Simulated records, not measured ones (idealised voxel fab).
Proc. module: voxel ribs on slabs
FYI the section here is cut, 265 nm wide, cells are 5 nm squares.
Heads up, the way a cross-section reads in here is a grid of square cells, handed over as bands from the top down, with every band being one or more rows of cells.
Band: top height; bottom height; in nm. Then, left to right: material with width in nm, for each material. "throughout": a single material spanning edge to edge. "air": empty space.
Zero point of the height axis is 0; under it, received wafer = one material. Lowest band: continues down indefinitely, "0 and below".
So if you see something like "30..40" for the width, read it as the top row of the band sitting at the first number and the bottom row at the second, with every row in between moving by the same amount as the last.
Step marked "nothing different"? Then no cell in the cross-section changed in it.
The entry titled "Fully enclosed voids" provides the empty spaces that have no open way to the top, restricted to those of 8 cells or more. Each is presented as width x height at distance, the distance being measured from the left edge, with all three in nm.
Past the settings on a step's line: simulator remark, on that step.
A step line may carry the setting "overlay nm", which, for steps involving a mask, states the distance by which the mask lay to the right of its intended position; negative values denote displacement to the left.

This section lists the process steps that were planned:
1,RECEIVE, material Si
2,DIRECTIONAL_DEP, material SiO2, thk nm 25
3,DIRECTIONAL_DEP, material SiN, thk nm 20
4,MASKED_ETCH, tone cover, mask id RIB, width nm 20, etch materials SiN, depth nm 15, overlay nm 0
5,PATTERN, tone cover, mask id SLAB, material resist, width nm 60, thk nm 15, overlay nm 0
6,DIRECTIONAL_ETCH, etch materials SiN, depth nm 5
7,STRIP, etch materials resist
8,FILL_DEP, material SiO2, thk nm 30
9,CMP, height nm 65
10,DIRECTIONAL_DEP, material W, thk nm 10
11,PATTERN, tone cover, mask id HEATER, material resist, width nm 30, thk nm 20, overlay nm 0
12,DIRECTIONAL_ETCH, etch materials W, depth nm 10
13,STRIP, etch materials resist
14,CONFORMAL_DEP, material SiO2, thk nm 10

First of two wafers - as planned:

Wafer at receipt (post step 1), cross-section:
* 0 and below = Si throughout
* Fully enclosed voids: none

After step 2: wafer cross-section:
* 25 down to 0 = SiO2 throughout
* Anything lower than 0 is untouched.

After step 3: wafer cross-section:
* 45 down to 25 = SiN throughout
* Anything lower than 25 is untouched.

After step 4: wafer cross-section:
* 45 down to 30 = air: 120, SiN: 20, air: 125
* Anything lower than 30 is untouched.

After step 5: wafer cross-section:
* 60 down to 45 = air: 100, resist: 60, air: 105
* 45 down to 30 = air: 100, resist: 20, SiN: 20, resist: 20, air: 105
* Anything lower than 30 is untouched.

After step 6: wafer cross-section:
* 60 down to 45 = air: 100, resist: 60, air: 105
* 45 down to 30 = air: 100, resist: 20, SiN: 20, resist: 20, air: 105
* 30 down to 25 = air: 100, SiN: 60, air: 105
* Anything lower than 25 is untouched.

After step 7: wafer cross-section:
* 45 down to 30 = air: 120, SiN: 20, air: 125
* Anything lower than 30 is untouched.

After step 8: wafer cross-section:
* 75 down to 45 = SiO2 throughout
* 45 down to 30 = SiO2: 120, SiN: 20, SiO2: 125
* 30 down to 25 = SiO2: 100, SiN: 60, SiO2: 105
* Anything lower than 25 is untouched.

After step 9: wafer cross-section:
* 65 down to 45 = SiO2 throughout
* Anything lower than 45 is untouched.

After step 10: wafer cross-section:
* 75 down to 65 = W throughout
* Anything lower than 65 is untouched.

After step 11: wafer cross-section:
* 95 down to 75 = air: 115, resist: 30, air: 120
* Anything lower than 75 is untouched.

After step 12: wafer cross-section:
* 95 down to 75 = air: 115, resist: 30, air: 120
* 75 down to 65 = air: 115, W: 30, air: 120
* Anything lower than 65 is untouched.

After step 13: wafer cross-section:
* 75 down to 65 = air: 115, W: 30, air: 120
* Anything lower than 65 is untouched.

After step 14: wafer cross-section:
* 85 down to 75 = air: 105, SiO2: 50, air: 110
* 75 down to 65 = SiO2: 115, W: 30, SiO2: 120
* Anything lower than 65 is untouched.

The second wafer was prepared from the same starting point and under the same plan as the first; its processing contained one mistake, and it remains indistinguishable from the first wafer up to and including step 1:

Look at the second wafer in cross-section at the time step 2 ought to have finished:
* 20 down to 0 = SiN throughout
* Anything lower than 0 is untouched.

Look at the second wafer in cross-section at the time step 3 ought to have finished:
* 45 down to 20 = SiO2 throughout
* Anything lower than 20 is untouched.

Look at the second wafer in cross-section at the time step 4 ought to have finished: nothing different

Look at the second wafer in cross-section at the time step 5 ought to have finished:
* 60 down to 45 = air: 100, resist: 60, air: 105
* Anything lower than 45 is untouched.

Look at the second wafer in cross-section at the time step 6 ought to have finished: nothing different

Look at the second wafer in cross-section at the time step 7 ought to have finished:
* 45 down to 20 = SiO2 throughout
* Anything lower than 20 is untouched.

Look at the second wafer in cross-section at the time step 8 ought to have finished:
* 75 down to 20 = SiO2 throughout
* Anything lower than 20 is untouched.

Look at the second wafer in cross-section at the time step 9 ought to have finished:
* 65 down to 20 = SiO2 throughout
* Anything lower than 20 is untouched.

Look at the second wafer in cross-section at the time step 10 ought to have finished:
* 75 down to 65 = W throughout
* Anything lower than 65 is untouched.

Look at the second wafer in cross-section at the time step 11 ought to have finished:
* 95 down to 75 = air: 115, resist: 30, air: 120
* Anything lower than 75 is untouched.

Look at the second wafer in cross-section at the time step 12 ought to have finished:
* 95 down to 75 = air: 115, resist: 30, air: 120
* 75 down to 65 = air: 115, W: 30, air: 120
* Anything lower than 65 is untouched.

Look at the second wafer in cross-section at the time step 13 ought to have finished:
* 75 down to 65 = air: 115, W: 30, air: 120
* Anything lower than 65 is untouched.

Look at the second wafer in cross-section at the time step 14 ought to have finished:
* 85 down to 75 = air: 105, SiO2: 50, air: 110
* 75 down to 65 = SiO2: 115, W: 30, SiO2: 120
* Anything lower than 65 is untouched.
What went wrong in running the wafer? the intended sequence of steps 2 and 3 was reversed during processing, with each occupying the position of the other
Looking at both finished wafers in cells, the second ends up ahead of or behind the first on some materials: 188 more of SiN; 188 fewer of SiO2
